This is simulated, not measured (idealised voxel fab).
process module | voxel spacer lines
cross-section cut | 275 nm wide | cells 5 nm
A cross-section is a grid of square cells, given in bands from the top down. A band is one or more rows of cells.
Each band's line starts with the height of the band's top and of its bottom, in nm. Then come its materials from left to right, each with its width in nm. One material with "throughout" fills the band from edge to edge. "air" is empty space.
Height 0 is the level under which the wafer as received is all one material. The lowest band goes on downwards, as in "0 down".
A width such as "30 to 40" changes by the same amount from each row of cells to the next, from the band's top row to its bottom row.
"no change" after a step means that no cell of the cross-section changed.
closed voids: empty space of 8 cells or more with no open way to the top, each as width x height at its distance from the left edge, in nm
after a step's settings: what the simulator itself notes on the step
overlay nm, on a step with a mask: how far to the right of its planned place the mask lay; to the left if negative
plan
1 op RECEIVE | material Si
2 op CONFORMAL_DEP | material SiO2 | thk nm 5
3 op DIRECTIONAL_DEP | material TiN | thk nm 20
4 op DIRECTIONAL_DEP | material polySi | thk nm 30
5 op PATTERN | tone cover | mask id MANDREL | material resist | width nm 15 | pitch nm 60 | thk nm 40 | overlay nm 0
6 op DIRECTIONAL_ETCH | etch materials polySi | depth nm 30
7 op STRIP | etch materials resist
8 op CONFORMAL_DEP | material SiN | thk nm 15
9 op DIRECTIONAL_ETCH | etch materials SiN | depth nm 15
10 op STRIP | etch materials polySi
11 op DIRECTIONAL_ETCH | etch materials TiN | depth nm 20
12 op STRIP | etch materials SiN
as received, after step 1
  0 down: Si throughout
  closed voids: none
a wafer at the end: this start, this plan, one mistake
  25 to 20: SiO2 throughout
  20 to 0: TiN throughout
  0 down: Si throughout
  closed voids: none
what went wrong: steps 2 and 3 were swapped
